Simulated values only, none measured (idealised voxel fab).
process module | voxel transistor to metal
cross-section cut | 160 nm wide | cells 5 nm
A cross-section is a grid of square cells, given in bands from the top down. A band is one or more rows of cells.
Each band's line starts with the height of the band's top and of its bottom, in nm. Then come its materials from left to right, each with its width in nm. One material with "throughout" fills the band from edge to edge. "air" is empty space.
Height 0 is the level under which the wafer as received is all one material. The lowest band goes on downwards, as in "0 down".
A width such as "30 to 40" changes by the same amount from each row of cells to the next, from the band's top row to its bottom row.
"no change" after a step means that no cell of the cross-section changed.
closed voids: empty space of 8 cells or more with no open way to the top, each as width x height at its distance from the left edge, in nm
after a step's settings: what the simulator itself notes on the step
overlay nm, on a step with a mask: how far to the right of its planned place the mask lay; to the left if negative
plan
1 op RECEIVE | material Si
2 op OXIDIZE | depth nm 5
3 op CONFORMAL_DEP | material SiN | thk nm 10
4 op DIRECTIONAL_DEP | material aC | thk nm 10
5 op PATTERN | tone cover | mask id ACTIVE | material resist | width nm 120 | thk nm 25 | overlay nm 0
6 op DIRECTIONAL_ETCH | etch materials aC | depth nm 10
7 op STRIP | etch materials resist
8 op DIRECTIONAL_ETCH | etch materials SiN | depth nm 10
9 op DIRECTIONAL_ETCH | etch materials SiO2 | depth nm 5
10 op DIRECTIONAL_ETCH | etch materials Si | depth nm 20
11 op STRIP | etch materials aC
12 op OXIDIZE | depth nm 5
13 op FILL_DEP | material SiO2 | thk nm 5
14 op CMP | height nm 10
15 op SELECTIVE_ETCH | etch materials SiO2 | depth nm 5
16 op STRIP | etch materials SiN
17 op SELECTIVE_ETCH | etch materials SiO2 | depth nm 5
18 op OXIDIZE | depth nm 5
19 op DIRECTIONAL_DEP | material polySi | thk nm 30
20 op DIRECTIONAL_DEP | material SiCN | thk nm 10
21 op PATTERN | tone cover | mask id GATE | material resist | width nm 20 | thk nm 15 | overlay nm 0
22 op DIRECTIONAL_ETCH | etch materials SiCN | depth nm 20
23 op DIRECTIONAL_ETCH | etch materials polySi | depth nm 40
24 op STRIP | etch materials resist
25 op CONFORMAL_DEP | material SiN | thk nm 10
26 op DIRECTIONAL_ETCH | etch materials SiN | depth nm 10
27 op DIRECTIONAL_ETCH | etch materials SiO2 | depth nm 5
28 op EPI | material nSi | thk nm 5
29 op FILL_DEP | material SiO2 | thk nm 5
30 op CMP | height nm 35
31 op DIRECTIONAL_DEP | material SiO2 | thk nm 15
32 op MASKED_ETCH | tone open | mask id CONTACT | width nm 35 | pitch nm 65 | etch materials SiO2 | depth nm 55 | overlay nm 0
33 op CONFORMAL_DEP | material TiN | thk nm 5
34 op FILL_DEP | material Ru | thk nm 10
35 op CMP | height nm 50
36 op CONFORMAL_DEP | material SiN | thk nm 5
37 op DIRECTIONAL_DEP | material SiO2 | thk nm 25
38 op DIRECTIONAL_DEP | material aC | thk nm 15
39 op PATTERN | tone open | mask id METAL_1 | material resist | width nm 20 | pitch nm 80 | thk nm 30 | overlay nm 0
40 op DIRECTIONAL_ETCH | etch materials aC | depth nm 15
41 op STRIP | etch materials resist
42 op DIRECTIONAL_ETCH | etch materials SiO2 | depth nm 25
43 op DIRECTIONAL_ETCH | etch materials SiN | depth nm 5
44 op STRIP | etch materials aC
45 op CONFORMAL_DEP | material TiN | thk nm 5
46 op FILL_DEP | material W | thk nm 5
47 op CMP | height nm 80
48 op CONFORMAL_DEP | material SiN | thk nm 5
as received, after step 1
  0 down: Si throughout
  closed voids: none
a wafer at the end: this start, this plan, one mistake
  85 to 80: SiN throughout
  80 to 55: SiO2 30 | TiN 5 | W 10 | TiN 5 | SiO2 60 | TiN 5 | W 10 | TiN 5 | SiO2 30
  55 to 50: SiN 30 | TiN 20 | SiN 60 | TiN 20 | SiN 30
  50 to 40: SiO2 30 | TiN 5 | Ru 25 | TiN 5 | SiO2 30 | TiN 5 | Ru 25 | TiN 5 | SiO2 30
  40 to 35: SiO2 30 | TiN 5 | Ru 20 | TiN 10 | SiO2 30 | TiN 10 | Ru 20 | TiN 5 | SiO2 30
  35 to 25: SiO2 30 | TiN 5 | Ru 20 | TiN 5 | SiN 10 | SiCN 20 | SiN 10 | TiN 5 | Ru 20 | TiN 5 | SiO2 30
  25 to 0: SiO2 30 | TiN 5 | Ru 20 | TiN 5 | SiN 10 | polySi 20 | SiN 10 | TiN 5 | Ru 20 | TiN 5 | SiO2 30
  0 to -5: SiO2 15 | SiN 10 | SiO2 5 | TiN 30 | SiN 10 | polySi 20 | SiN 10 | TiN 30 | SiO2 5 | SiN 10 | SiO2 15
  -5 to -10: SiO2 25 | nSi 35 | SiO2 40 | nSi 35 | SiO2 25
  -10 to -50: SiO2 25 | Si 110 | SiO2 25
  -50 down: Si throughout
  closed voids: none
what went wrong: step 10 was run twice
